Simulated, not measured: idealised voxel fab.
process module | voxel wiring stack
cross-section cut | 295 nm wide | cells 5 nm
A cross-section is a grid of square cells, given in bands from the top down. A band is one or more rows of cells.
Each band's line starts with the height of the band's top and of its bottom, in nm. Then come its materials from left to right, each with its width in nm. One material with "throughout" fills the band from edge to edge. "air" is empty space.
Height 0 is the level under which the wafer as received is all one material. The lowest band goes on downwards, as in "0 down".
A width such as "30 to 40" changes by the same amount from each row of cells to the next, from the band's top row to its bottom row.
"no change" after a step means that no cell of the cross-section changed.
closed voids: empty space of 8 cells or more with no open way to the top, each as width x height at its distance from the left edge, in nm
after a step's settings: what the simulator itself notes on the step
overlay nm, on a step with a mask: how far to the right of its planned place the mask lay; to the left if negative
plan
1 op RECEIVE | material Si
2 op CONFORMAL_DEP | material SiO2 | thk nm 10
3 op DIRECTIONAL_DEP | material TiN | thk nm 5
4 op DIRECTIONAL_DEP | material Ru | thk nm 20
5 op PATTERN | tone cover | mask id METAL_1 | material resist | width nm 30 | pitch nm 50 | thk nm 15 | overlay nm 0
6 op DIRECTIONAL_ETCH | etch materials Ru | depth nm 20
7 op DIRECTIONAL_ETCH | etch materials TiN | depth nm 5
8 op STRIP | etch materials resist
9 op FILL_DEP | material lowk | thk nm 10
10 op CMP | height nm 35
11 op CONFORMAL_DEP | material SiCN | thk nm 5
12 op DIRECTIONAL_DEP | material lowk | thk nm 20
13 op PATTERN | tone open | mask id PLUG_1 | material resist | width nm 15 | pitch nm 50 | thk nm 20 | overlay nm 0
14 op DIRECTIONAL_ETCH | etch materials lowk | depth nm 20
15 op DIRECTIONAL_ETCH | etch materials SiCN | depth nm 5
16 op STRIP | etch materials resist
17 op EPI | material Ru | thk nm 10
18 op EPI | material Ru | thk nm 10
19 op EPI | material Ru | thk nm 5
20 op DIRECTIONAL_DEP | material TiN | thk nm 5
21 op DIRECTIONAL_DEP | material W | thk nm 20
22 op MASKED_ETCH | tone cover | mask id METAL_2 | width nm 30 | pitch nm 50 | etch materials W | depth nm 20 | overlay nm 0
23 op MASKED_ETCH | tone cover | mask id METAL_2 | width nm 30 | pitch nm 50 | etch materials TiN | depth nm 5 | overlay nm 0
24 op CONFORMAL_DEP | material SiN | thk nm 5
25 op FILL_DEP | material SiO2 | thk nm 10
26 op CMP | height nm 85
27 op CONFORMAL_DEP | material SiCN | thk nm 5
as received, after step 1
  0 down: Si throughout
  closed voids: none
first wafer at the end, as planned
  90 to 85: SiCN throughout
  85 to 65: SiO2 75 | SiN 5 | W 30 | SiN 5 | SiO2 10 | SiN 5 | W 30 | SiN 5 | SiO2 10 | SiN 5 | W 30 | SiN 5 | SiO2 80
  65 to 60: SiN 80 | TiN 30 | SiN 20 | TiN 30 | SiN 20 | TiN 30 | SiN 85
  60 to 40: lowk 80 | Ru 15 | lowk 35 | Ru 15 | lowk 35 | Ru 15 | lowk 100
  40 to 35: SiCN 80 | Ru 15 | SiCN 35 | Ru 15 | SiCN 35 | Ru 15 | SiCN 100
  35 to 15: lowk 80 | Ru 30 | lowk 20 | Ru 30 | lowk 20 | Ru 30 | lowk 85
  15 to 10: lowk 80 | TiN 30 | lowk 20 | TiN 30 | lowk 20 | TiN 30 | lowk 85
  10 to 0: SiO2 throughout
  0 down: Si throughout
  closed voids: none
second wafer at the end: like start, like plan, one mistake
  90 to 85: SiCN throughout
  85 to 65: SiO2 75 | SiN 5 | W 30 | SiN 5 | SiO2 10 | SiN 5 | W 30 | SiN 5 | SiO2 10 | SiN 5 | W 30 | SiN 5 | SiO2 80
  65 to 60: SiN 80 | TiN 30 | SiN 20 | TiN 30 | SiN 20 | TiN 30 | SiN 85
  60 to 40: lowk 80 | Ru 15 | lowk 35 | Ru 15 | lowk 35 | Ru 15 | lowk 100
  40 to 35: SiCN 80 | Ru 15 | SiCN 35 | Ru 15 | SiCN 35 | Ru 15 | SiCN 100
  35 to 30: lowk 80 | TiN 30 | lowk 20 | TiN 30 | lowk 20 | TiN 30 | lowk 85
  30 to 10: Ru throughout
  10 to 0: SiO2 throughout
  0 down: Si throughout
  closed voids: none
what went wrong: steps 3 and 4 were swapped
at the end the second wafer has, in cells: 164 more of Ru | 164 fewer of lowk
